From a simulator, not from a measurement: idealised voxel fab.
The name of this process module is voxel fin reveal.
Section cut is 145 nm wide and gridded with 5 nm square cells.
Cross-section = grid of square cells, listed top down in bands; band = one or more rows. Quick guide to a band line: top height, bottom height (nm) up front; then every material left to right with its width in nm. Only one material and it's marked "everywhere"? Then it fills the band edge to edge. And "air" just means empty space. A quick word on heights: they are counted from 0, and under that level the wafer as it came to us is one material throughout. The lowest band is different from the rest in having no bottom; it simply continues downward, written as in "0..down". Width: "30 to 40" (first number = top row, second number = bottom row, same change from row to row of cells). "remained unchanged", as given for a step, is the statement that not any cell of the cross-section underwent a change during that step. "Sealed void inventory": empty spaces of 8 cells or more with no open way to the top, each given as width x height at distance, distance from the left edge, all in nm. Anything after a step's settings on that line? It's the simulator's own note about the step. If you see "overlay nm" on a step's line and that step has a mask, it's telling you how far right of where it was planned the mask ended up; a negative number means it went left instead.

Set out below are the planned steps of the process:
1: RECEIVE,material Si
2: CONFORMAL_DEP,material SiN,thk nm 10
3: PATTERN,tone cover,mask id FINS,material resist,width nm 15,pitch nm 40,thk nm 20,overlay nm 0
4: DIRECTIONAL_ETCH,etch materials SiN,depth nm 10
5: DIRECTIONAL_ETCH,etch materials Si,depth nm 35
6: STRIP,etch materials resist
7: FILL_DEP,material SiO2,thk nm 5
8: CMP,height nm 10
9: SELECTIVE_ETCH,etch materials SiO2,depth nm 20
10: STRIP,etch materials SiN
11: CONFORMAL_DEP,material HfO2,thk nm 5

So this is the incoming wafer in cross-section - it's already been through step 1:
	0..down  Si everywhere
	Sealed void inventory: none

A wafer at the end: this start, this plan, one mistake:
	5..0  HfO2 everywhere
	0..-35  45 nm SiO2 / 15 nm Si / 25 nm SiO2 / 15 nm Si / 45 nm SiO2
	-35..down  Si everywhere
	Sealed void inventory: none
Want to know what went wrong? rather than as planned, step 9 actually ran as SELECTIVE_ETCH,etch materials SiO2,depth nm 10
